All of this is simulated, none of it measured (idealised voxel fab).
This is a process module. Its name is voxel self aligned contacts.
It is cross-section cut that appears here, measuring 220 nm in width, its square cells being 5 nm in size.
For the purposes of this document, a cross-section shall be understood as a grid of square cells, specified as bands listed in top-to-bottom order, each band consisting of one or more rows of cells. For a band, the entry starts with two heights in nm, that of the top and then that of the bottom, and carries on with the band's materials in order from left to right, each alongside its width in nm; the word "throughout" beside a single material means it fills the band edge to edge, and "empty" means empty space. All heights in this document are referenced to 0, defined as the level beneath which the wafer, as received, consists entirely of one material. The lowest band is not bounded below; it extends indefinitely downward and is written in the form "top 0, no bottom". Width "30->40": first value at the band's top row of cells, second value at its bottom row, equal change from row to row. Take "no alteration" at face value: in the step it is given for, the cross-section changed in none of its cells. Closed empty spaces (no open way to the top) of 8 cells or more are what "Enclosed void inventory" lists, each as width x height at distance from the left edge, nm for all three. Post-settings text on a step line: simulator's own remark regarding the step. Each step line may optionally specify "overlay nm", which for a step with a mask gives the rightward distance between the mask's planned place and where it lay, a negative value indicating the leftward direction.

# Steps planned for the process
1 RECEIVE: material Si
2 CONFORMAL_DEP: material SiO2, thk nm 5
3 DIRECTIONAL_DEP: material polySi, thk nm 20
4 DIRECTIONAL_DEP: material SiN, thk nm 15
5 DIRECTIONAL_DEP: material aC, thk nm 15
6 PATTERN: tone cover, mask id GATE, material resist, width nm 30, pitch nm 65, thk nm 35, overlay nm 0
7 DIRECTIONAL_ETCH: etch materials aC, depth nm 15
8 STRIP: etch materials resist
9 DIRECTIONAL_ETCH: etch materials SiN, depth nm 15
10 DIRECTIONAL_ETCH: etch materials polySi, depth nm 20
11 STRIP: etch materials aC
12 CONFORMAL_DEP: material SiN, thk nm 5
13 DIRECTIONAL_ETCH: etch materials SiN, depth nm 5
14 FILL_DEP: material SiO2, thk nm 15
15 CMP: height nm 45
16 MASKED_ETCH: tone open, mask id CONTACT, width nm 45, etch materials SiO2, depth nm 45, overlay nm 0
17 CONFORMAL_DEP: material TiN, thk nm 5
18 FILL_DEP: material Ru, thk nm 10
19 CMP: height nm 45
20 CONFORMAL_DEP: material SiCN, thk nm 5

# Cross-section of the wafer at receipt, which is the condition after step 1
* top 0, no bottom | Si throughout
* Enclosed void inventory: none

# End-of-module cross-section. Starting structure and process plan as above; one mistake made in running it
* top 50, bottom 45 | SiCN throughout
* top 45, bottom 40 | 75 SiO2 / 25 TiN / 15 Ru / 5 TiN / 100 SiO2
* top 40, bottom 25 | 55 SiO2 / 40 SiN / 5 TiN / 15 Ru / 5 TiN / 40 SiN / 60 SiO2
* top 25, bottom 5 | 55 SiO2 / 5 SiN / 30 polySi / 5 SiN / 5 TiN / 15 Ru / 5 TiN / 5 SiN / 30 polySi / 5 SiN / 60 SiO2
* top 5, bottom 0 | 95 SiO2 / 25 TiN / 100 SiO2
* top 0, no bottom | Si throughout
* Enclosed void inventory: none
Finding, execution versus plan: the process deviated at step 16: the operation and settings actually run there were MASKED_ETCH: tone open, mask id CONTACT, width nm 45, etch materials SiO2, depth nm 45, overlay nm -10
